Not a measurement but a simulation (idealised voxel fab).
process module | voxel lift off
cross-section cut | 230 nm wide | cells 5 nm
A cross-section is a grid of square cells, given in bands from the top down. A band is one or more rows of cells.
Each band's line starts with the height of the band's top and of its bottom, in nm. Then come its materials from left to right, each with its width in nm. One material with "throughout" fills the band from edge to edge. "air" is empty space.
Height 0 is the level under which the wafer as received is all one material. The lowest band goes on downwards, as in "0 down".
A width such as "30 to 40" changes by the same amount from each row of cells to the next, from the band's top row to its bottom row.
"no change" after a step means that no cell of the cross-section changed.
closed voids: empty space of 8 cells or more with no open way to the top, each as width x height at its distance from the left edge, in nm
after a step's settings: what the simulator itself notes on the step
overlay nm, on a step with a mask: how far to the right of its planned place the mask lay; to the left if negative
plan
1 op RECEIVE | material Si
2 op CONFORMAL_DEP | material SiN | thk nm 5
3 op PATTERN | tone open | mask id LINES | material resist | width nm 30 | pitch nm 55 | thk nm 15 | overlay nm 0
4 op DIRECTIONAL_DEP | material Ru | thk nm 5
5 op STRIP | etch materials resist
6 op CONFORMAL_DEP | material SiO2 | thk nm 10
first wafer, as planned
as received, after step 1
  0 down: Si throughout
  closed voids: none
after step 2
  5 to 0: SiN throughout
  below 0: unchanged
after step 3
  20 to 5: resist 45 | air 30 | resist 25 | air 30 | resist 25 | air 30 | resist 45
  below 5: unchanged
after step 4
  25 to 20: Ru 45 | air 30 | Ru 25 | air 30 | Ru 25 | air 30 | Ru 45
  20 to 10: resist 45 | air 30 | resist 25 | air 30 | resist 25 | air 30 | resist 45
  10 to 5: resist 45 | Ru 30 | resist 25 | Ru 30 | resist 25 | Ru 30 | resist 45
  below 5: unchanged
after step 5
  10 to 5: air 45 | Ru 30 | air 25 | Ru 30 | air 25 | Ru 30 | air 45
  below 5: unchanged
after step 6
  20 to 15: air 35 | SiO2 50 | air 5 | SiO2 50 | air 5 | SiO2 50 | air 35
  15 to 10: SiO2 throughout
  10 to 5: SiO2 45 | Ru 30 | SiO2 25 | Ru 30 | SiO2 25 | Ru 30 | SiO2 45
  below 5: unchanged
second wafer: like start, like plan, one mistake. Through step 2 it matches the first wafer
when step 3 should have ended
  20 to 5: air 45 | resist 30 | air 25 | resist 30 | air 25 | resist 30 | air 45
  below 5: unchanged
when step 4 should have ended
  25 to 20: air 45 | Ru 30 | air 25 | Ru 30 | air 25 | Ru 30 | air 45
  20 to 10: air 45 | resist 30 | air 25 | resist 30 | air 25 | resist 30 | air 45
  10 to 5: Ru 45 | resist 30 | Ru 25 | resist 30 | Ru 25 | resist 30 | Ru 45
  below 5: unchanged
when step 5 should have ended
  10 to 5: Ru 45 | air 30 | Ru 25 | air 30 | Ru 25 | air 30 | Ru 45
  below 5: unchanged
when step 6 should have ended
  20 to 15: SiO2 55 | air 10 | SiO2 45 | air 10 | SiO2 45 | air 10 | SiO2 55
  15 to 10: SiO2 throughout
  10 to 5: Ru 45 | SiO2 30 | Ru 25 | SiO2 30 | Ru 25 | SiO2 30 | Ru 45
  below 5: unchanged
what went wrong: step 3 ran as: op PATTERN | tone cover | mask id LINES | material resist | width nm 30 | pitch nm 55 | thk nm 15 | overlay nm 0
at the end the second wafer has, in cells: 10 more of Ru
